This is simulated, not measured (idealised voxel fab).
This is a process module. Its name is voxel local oxidation.
The cross-section on display is named cut; it measures 290 nm wide, and its cells are 5 nm squares.
This document writes a cross-section as a grid whose cells are square, and gives it as bands, listed from the top down; one or more rows of cells form a band.
The entry gives the band's vertical extent as a top height and a bottom height in nm, then its horizontal make-up as materials from left to right, each with a width in nm. "blank" stands for empty space; a single material marked "full width" fills the band edge to edge.
The reference from which all heights are counted is 0, the level beneath which the as-received wafer is entirely one material; the lowest band, having no lower bound, proceeds downward and is written after the example "top 0, no bottom".
Width: "30->40" (first number = top row, second number = bottom row, same change from row to row of cells).
What does "changes: none" mean for a step? It means no cell of the cross-section changed in that step.
You'll see "Sealed internal cavities" listing empty spaces that have no way open to the top, as long as they're 8 cells or more; the notation is width x height at distance, where the distance is from the left edge, and all of it is in nm.
Past the settings on a step's line: simulator remark, on that step.
The setting "overlay nm" may be written on the line of a step. When the step uses a mask, the value reports how far to the right of the planned place the mask lay, and a negative value reports that it lay to the left.
[The process steps that were planned are listed below]
1. RECEIVE [material Si]
2. OXIDIZE [depth nm 5]
3. CONFORMAL_DEP [material SiN] [thk nm 15]
4. DIRECTIONAL_DEP [material aC] [thk nm 15]
5. PATTERN [tone cover] [mask id ACTIVE] [material resist] [width nm 110] [thk nm 35] [overlay nm 0]
6. DIRECTIONAL_ETCH [etch materials aC] [depth nm 15]
7. STRIP [etch materials resist]
8. DIRECTIONAL_ETCH [etch materials SiN] [depth nm 15]
9. STRIP [etch materials aC]
10. SELECTIVE_ETCH [etch materials SiO2] [depth nm 5]
11. OXIDIZE [depth nm 15]
12. STRIP [etch materials SiN]
[Cross-section: wafer on arrival = after step 1]
    top 0, no bottom = Si full width
    Sealed internal cavities: none
[Starting wafer: above. Plan: above. Run: one mistake. Cross-section after the module: below]
    top 0, bottom -5 = blank: 90 | SiO2: 110 | blank: 90
    top -5, bottom -20 = SiO2: 105 | Si: 80 | SiO2: 105
    top -20, no bottom = Si full width
    Sealed internal cavities: none
So what did we get wrong on this run? step 5 was not run as planned; what actually ran was PATTERN [tone cover] [mask id ACTIVE] [material resist] [width nm 120] [thk nm 35] [overlay nm 0]
